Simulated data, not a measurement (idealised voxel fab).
process module | voxel lift off
cross-section cut | 180 nm wide | cells 5 nm
A cross-section is a grid of square cells, given in bands from the top down. A band is one or more rows of cells.
Each band's line starts with the height of the band's top and of its bottom, in nm. Then come its materials from left to right, each with its width in nm. One material with "throughout" fills the band from edge to edge. "air" is empty space.
Height 0 is the level under which the wafer as received is all one material. The lowest band goes on downwards, as in "0 down".
A width such as "30 to 40" changes by the same amount from each row of cells to the next, from the band's top row to its bottom row.
"no change" after a step means that no cell of the cross-section changed.
closed voids: empty space of 8 cells or more with no open way to the top, each as width x height at its distance from the left edge, in nm
after a step's settings: what the simulator itself notes on the step
overlay nm, on a step with a mask: how far to the right of its planned place the mask lay; to the left if negative
plan
1 op RECEIVE | material Si
2 op CONFORMAL_DEP | material Al2O3 | thk nm 15
3 op PATTERN | tone open | mask id LINES | material resist | width nm 25 | pitch nm 50 | thk nm 25 | overlay nm 0
4 op DIRECTIONAL_DEP | material Ru | thk nm 10
5 op STRIP | etch materials resist
6 op CONFORMAL_DEP | material SiN | thk nm 5
first wafer, as planned
as received, after step 1
  0 down: Si throughout
  closed voids: none
after step 2
  15 to 0: Al2O3 throughout
  below 0: unchanged
after step 3
  40 to 15: resist 50 | air 25 | resist 25 | air 25 | resist 55
  below 15: unchanged
after step 4
  50 to 40: Ru 50 | air 25 | Ru 25 | air 25 | Ru 55
  40 to 25: resist 50 | air 25 | resist 25 | air 25 | resist 55
  25 to 15: resist 50 | Ru 25 | resist 25 | Ru 25 | resist 55
  below 15: unchanged
after step 5
  25 to 15: air 50 | Ru 25 | air 25 | Ru 25 | air 55
  below 15: unchanged
after step 6
  30 to 25: air 45 | SiN 35 | air 15 | SiN 35 | air 50
  25 to 20: air 45 | SiN 5 | Ru 25 | SiN 5 | air 15 | SiN 5 | Ru 25 | SiN 5 | air 50
  20 to 15: SiN 50 | Ru 25 | SiN 25 | Ru 25 | SiN 55
  below 15: unchanged
second wafer: like start, like plan, one mistake. Through step 2 it matches the first wafer
when step 3 should have ended
  40 to 15: resist 45 | air 25 | resist 25 | air 25 | resist 60
  below 15: unchanged
when step 4 should have ended
  50 to 40: Ru 45 | air 25 | Ru 25 | air 25 | Ru 60
  40 to 25: resist 45 | air 25 | resist 25 | air 25 | resist 60
  25 to 15: resist 45 | Ru 25 | resist 25 | Ru 25 | resist 60
  below 15: unchanged
when step 5 should have ended
  25 to 15: air 45 | Ru 25 | air 25 | Ru 25 | air 60
  below 15: unchanged
when step 6 should have ended
  30 to 25: air 40 | SiN 35 | air 15 | SiN 35 | air 55
  25 to 20: air 40 | SiN 5 | Ru 25 | SiN 5 | air 15 | SiN 5 | Ru 25 | SiN 5 | air 55
  20 to 15: SiN 45 | Ru 25 | SiN 25 | Ru 25 | SiN 60
  below 15: unchanged
what went wrong: step 3 ran as: op PATTERN | tone open | mask id LINES | material resist | width nm 25 | pitch nm 50 | thk nm 25 | overlay nm -5
at the end the second wafer has, in cells: as many of each material as the first, in other places
